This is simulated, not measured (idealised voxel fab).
Process module in this document: voxel gate over fins
Cross-sectional view cut (width: 210 nm; square cell size: 5 nm).
A cross-section in this document is a grid of square cells, and it is written down as bands, the top band listed before the ones below it; a band is made up of one or more rows of cells.
It is stipulated that each band's entry specify, in nanometres, the height of the top of the band and then that of its bottom, followed by the materials of the band in left-to-right sequence, each together with its width in nanometres. A single material marked by the word "all across" is understood to fill the band from edge to edge; the word "air" is understood to denote empty space.
Heights are measured from 0, the level below which the as-received wafer is all one material; the lowest band has no bottom and continues downward, written as in "0 down".
The width entry "30->40" should be interpreted row by row: the top row of cells in the band takes the first number, the bottom row takes the second number, and the change between adjacent rows is uniform throughout.
Given "no change occurred" for a step, no cell of the cross-section differs between before and after that step.
Under "Enclosed void listing" you'll find the enclosed gaps, the ones with no way out to the top, that are 8 cells or bigger; each reads width x height at distance, with distance counted from the left edge, everything in nm.
Formally, on a step line, whatever follows the settings is a remark that the simulator itself makes on the step.
When a step includes a mask, the "overlay nm" setting on its line states how far to the right of its planned place that mask lay, and negative values state how far to the left.
List of planned process steps
1 RECEIVE [material Si]
2 CONFORMAL_DEP [material SiN] [thk nm 10]
3 DIRECTIONAL_DEP [material aC] [thk nm 15]
4 PATTERN [tone cover] [mask id FINS] [material resist] [width nm 15] [pitch nm 45] [thk nm 35] [overlay nm 0]
5 DIRECTIONAL_ETCH [etch materials aC] [depth nm 15]
6 STRIP [etch materials resist]
7 DIRECTIONAL_ETCH [etch materials SiN] [depth nm 10]
8 DIRECTIONAL_ETCH [etch materials Si] [depth nm 35]
9 STRIP [etch materials aC]
10 FILL_DEP [material SiO2] [thk nm 15]
11 CMP [height nm 10]
12 SELECTIVE_ETCH [etch materials SiO2] [depth nm 25]
13 STRIP [etch materials SiN]
14 CONFORMAL_DEP [material HfO2] [thk nm 5]
15 CONFORMAL_DEP [material TiN] [thk nm 5]
16 CONFORMAL_DEP [material TiAl] [thk nm 5]
17 CONFORMAL_DEP [material TiN] [thk nm 5]
18 FILL_DEP [material W] [thk nm 10]
19 CMP [height nm 25]
20 CONFORMAL_DEP [material SiCN] [thk nm 5]
first wafer, as planned
So this is the incoming wafer in cross-section - it's already been through step 1
  0 down  Si all across
  Enclosed void listing: none
Wafer xsec, post step 2
  10 to 0  SiN all across
  Nothing below the height 0 has changed.
Wafer xsec, post step 3
  25 to 10  aC all across
  Nothing below the height 10 has changed.
Wafer xsec, post step 4
  60 to 25  50 nm air  15 nm resist  30 nm air  15 nm resist  30 nm air  15 nm resist  55 nm air
  Nothing below the height 25 has changed.
Wafer xsec, post step 5
  45 to 25  50 nm air  15 nm resist  30 nm air  15 nm resist  30 nm air  15 nm resist  55 nm air
  25 to 10  50 nm air  15 nm aC  30 nm air  15 nm aC  30 nm air  15 nm aC  55 nm air
  Nothing below the height 10 has changed.
Wafer xsec, post step 6
  25 to 10  50 nm air  15 nm aC  30 nm air  15 nm aC  30 nm air  15 nm aC  55 nm air
  Nothing below the height 10 has changed.
Wafer xsec, post step 7
  25 to 10  50 nm air  15 nm aC  30 nm air  15 nm aC  30 nm air  15 nm aC  55 nm air
  10 to 0  50 nm air  15 nm SiN  30 nm air  15 nm SiN  30 nm air  15 nm SiN  55 nm air
  Nothing below the height 0 has changed.
Wafer xsec, post step 8
  25 to 10  50 nm air  15 nm aC  30 nm air  15 nm aC  30 nm air  15 nm aC  55 nm air
  10 to 0  50 nm air  15 nm SiN  30 nm air  15 nm SiN  30 nm air  15 nm SiN  55 nm air
  0 to -35  50 nm air  15 nm Si  30 nm air  15 nm Si  30 nm air  15 nm Si  55 nm air
  Nothing below the height -35 has changed.
Wafer xsec, post step 9
  10 to 0  50 nm air  15 nm SiN  30 nm air  15 nm SiN  30 nm air  15 nm SiN  55 nm air
  Nothing below the height 0 has changed.
Wafer xsec, post step 10
  25 to 10  SiO2 all across
  10 to 0  50 nm SiO2  15 nm SiN  30 nm SiO2  15 nm SiN  30 nm SiO2  15 nm SiN  55 nm SiO2
  0 to -35  50 nm SiO2  15 nm Si  30 nm SiO2  15 nm Si  30 nm SiO2  15 nm Si  55 nm SiO2
  Nothing below the height -35 has changed.
Wafer xsec, post step 11
  10 to 0  50 nm SiO2  15 nm SiN  30 nm SiO2  15 nm SiN  30 nm SiO2  15 nm SiN  55 nm SiO2
  Nothing below the height 0 has changed.
Wafer xsec, post step 12
  10 to 0  50 nm air  15 nm SiN  30 nm air  15 nm SiN  30 nm air  15 nm SiN  55 nm air
  0 to -15  50 nm air  15 nm Si  30 nm air  15 nm Si  30 nm air  15 nm Si  55 nm air
  Nothing below the height -15 has changed.
Wafer xsec, post step 13
  0 to -15  50 nm air  15 nm Si  30 nm air  15 nm Si  30 nm air  15 nm Si  55 nm air
  Nothing below the height -15 has changed.
Wafer xsec, post step 14
  5 to 0  45 nm air  25 nm HfO2  20 nm air  25 nm HfO2  20 nm air  25 nm HfO2  50 nm air
  0 to -10  45 nm air  5 nm HfO2  15 nm Si  5 nm HfO2  20 nm air  5 nm HfO2  15 nm Si  5 nm HfO2  20 nm air  5 nm HfO2  15 nm Si  5 nm HfO2  50 nm air
  -10 to -15  50 nm HfO2  15 nm Si  30 nm HfO2  15 nm Si  30 nm HfO2  15 nm Si  55 nm HfO2
  Nothing below the height -15 has changed.
Wafer xsec, post step 15
  10 to 5  40 nm air  35 nm TiN  10 nm air  35 nm TiN  10 nm air  35 nm TiN  45 nm air
  5 to 0  40 nm air  5 nm TiN  25 nm HfO2  5 nm TiN  10 nm air  5 nm TiN  25 nm HfO2  5 nm TiN  10 nm air  5 nm TiN  25 nm HfO2  5 nm TiN  45 nm air
  0 to -5  40 nm air  5 nm TiN  5 nm HfO2  15 nm Si  5 nm HfO2  5 nm TiN  10 nm air  5 nm TiN  5 nm HfO2  15 nm Si  5 nm HfO2  5 nm TiN  10 nm air  5 nm TiN  5 nm HfO2  15 nm Si  5 nm HfO2  5 nm TiN  45 nm air
  -5 to -10  45 nm TiN  5 nm HfO2  15 nm Si  5 nm HfO2  20 nm TiN  5 nm HfO2  15 nm Si  5 nm HfO2  20 nm TiN  5 nm HfO2  15 nm Si  5 nm HfO2  50 nm TiN
  Nothing below the height -10 has changed.
Wafer xsec, post step 16
  15 to 10  35 nm air  135 nm TiAl  40 nm air
  10 to 5  35 nm air  5 nm TiAl  35 nm TiN  10 nm TiAl  35 nm TiN  10 nm TiAl  35 nm TiN  5 nm TiAl  40 nm air
  5 to 0  35 nm air  5 nm TiAl  5 nm TiN  25 nm HfO2  5 nm TiN  10 nm TiAl  5 nm TiN  25 nm HfO2  5 nm TiN  10 nm TiAl  5 nm TiN  25 nm HfO2  5 nm TiN  5 nm TiAl  40 nm air
  0 to -5  40 nm TiAl  5 nm TiN  5 nm HfO2  15 nm Si  5 nm HfO2  5 nm TiN  10 nm TiAl  5 nm TiN  5 nm HfO2  15 nm Si  5 nm HfO2  5 nm TiN  10 nm TiAl  5 nm TiN  5 nm HfO2  15 nm Si  5 nm HfO2  5 nm TiN  45 nm TiAl
  Nothing below the height -5 has changed.
Wafer xsec, post step 17
  20 to 15  30 nm air  145 nm TiN  35 nm air
  15 to 10  30 nm air  5 nm TiN  135 nm TiAl  5 nm TiN  35 nm air
  10 to 5  30 nm air  5 nm TiN  5 nm TiAl  35 nm TiN  10 nm TiAl  35 nm TiN  10 nm TiAl  35 nm TiN  5 nm TiAl  5 nm TiN  35 nm air
  5 to 0  35 nm TiN  5 nm TiAl  5 nm TiN  25 nm HfO2  5 nm TiN  10 nm TiAl  5 nm TiN  25 nm HfO2  5 nm TiN  10 nm TiAl  5 nm TiN  25 nm HfO2  5 nm TiN  5 nm TiAl  40 nm TiN
  Nothing below the height 0 has changed.
Wafer xsec, post step 18
  30 to 20  W all across
  20 to 15  30 nm W  145 nm TiN  35 nm W
  15 to 10  30 nm W  5 nm TiN  135 nm TiAl  5 nm TiN  35 nm W
  10 to 5  30 nm W  5 nm TiN  5 nm TiAl  35 nm TiN  10 nm TiAl  35 nm TiN  10 nm TiAl  35 nm TiN  5 nm TiAl  5 nm TiN  35 nm W
  Nothing below the height 5 has changed.
Wafer xsec, post step 19
  25 to 20  W all across
  Nothing below the height 20 has changed.
Wafer xsec, post step 20
  30 to 25  SiCN all across
  Nothing below the height 25 has changed.
What follows concerns the second wafer, which started out like the first and was meant to follow the very same plan; one mistake crept in when it was run, but everything up to and including step 14 is the same as for the first wafer
Second wafer shown in cross-section at the time step 15 was slated to end
  10 to 5  40 nm air  35 nm TiAl  10 nm air  35 nm TiAl  10 nm air  35 nm TiAl  45 nm air
  5 to 0  40 nm air  5 nm TiAl  25 nm HfO2  5 nm TiAl  10 nm air  5 nm TiAl  25 nm HfO2  5 nm TiAl  10 nm air  5 nm TiAl  25 nm HfO2  5 nm TiAl  45 nm air
  0 to -5  40 nm air  5 nm TiAl  5 nm HfO2  15 nm Si  5 nm HfO2  5 nm TiAl  10 nm air  5 nm TiAl  5 nm HfO2  15 nm Si  5 nm HfO2  5 nm TiAl  10 nm air  5 nm TiAl  5 nm HfO2  15 nm Si  5 nm HfO2  5 nm TiAl  45 nm air
  -5 to -10  45 nm TiAl  5 nm HfO2  15 nm Si  5 nm HfO2  20 nm TiAl  5 nm HfO2  15 nm Si  5 nm HfO2  20 nm TiAl  5 nm HfO2  15 nm Si  5 nm HfO2  50 nm TiAl
  Nothing below the height -10 has changed.
Second wafer shown in cross-section at the time step 16 was slated to end
  15 to 10  35 nm air  135 nm TiN  40 nm air
  10 to 5  35 nm air  5 nm TiN  35 nm TiAl  10 nm TiN  35 nm TiAl  10 nm TiN  35 nm TiAl  5 nm TiN  40 nm air
  5 to 0  35 nm air  5 nm TiN  5 nm TiAl  25 nm HfO2  5 nm TiAl  10 nm TiN  5 nm TiAl  25 nm HfO2  5 nm TiAl  10 nm TiN  5 nm TiAl  25 nm HfO2  5 nm TiAl  5 nm TiN  40 nm air
  0 to -5  40 nm TiN  5 nm TiAl  5 nm HfO2  15 nm Si  5 nm HfO2  5 nm TiAl  10 nm TiN  5 nm TiAl  5 nm HfO2  15 nm Si  5 nm HfO2  5 nm TiAl  10 nm TiN  5 nm TiAl  5 nm HfO2  15 nm Si  5 nm HfO2  5 nm TiAl  45 nm TiN
  Nothing below the height -5 has changed.
Second wafer shown in cross-section at the time step 17 was slated to end
  20 to 10  30 nm air  145 nm TiN  35 nm air
  10 to 5  30 nm air  10 nm TiN  35 nm TiAl  10 nm TiN  35 nm TiAl  10 nm TiN  35 nm TiAl  10 nm TiN  35 nm air
  5 to 0  40 nm TiN  5 nm TiAl  25 nm HfO2  5 nm TiAl  10 nm TiN  5 nm TiAl  25 nm HfO2  5 nm TiAl  10 nm TiN  5 nm TiAl  25 nm HfO2  5 nm TiAl  45 nm TiN
  Nothing below the height 0 has changed.
Second wafer shown in cross-section at the time step 18 was slated to end
  30 to 20  W all across
  20 to 10  30 nm W  145 nm TiN  35 nm W
  10 to 5  30 nm W  10 nm TiN  35 nm TiAl  10 nm TiN  35 nm TiAl  10 nm TiN  35 nm TiAl  10 nm TiN  35 nm W
  Nothing below the height 5 has changed.
Second wafer shown in cross-section at the time step 19 was slated to end
  25 to 20  W all across
  Nothing below the height 20 has changed.
Second wafer shown in cross-section at the time step 20 was slated to end
  30 to 25  SiCN all across
  Nothing below the height 25 has changed.
Finding, execution versus plan: it was found that steps 15 and 16 of the process plan had been performed in exchanged positions
When the process is done, the second wafer contains the same cell count of every material as the first wafer, but distributed over other locations.
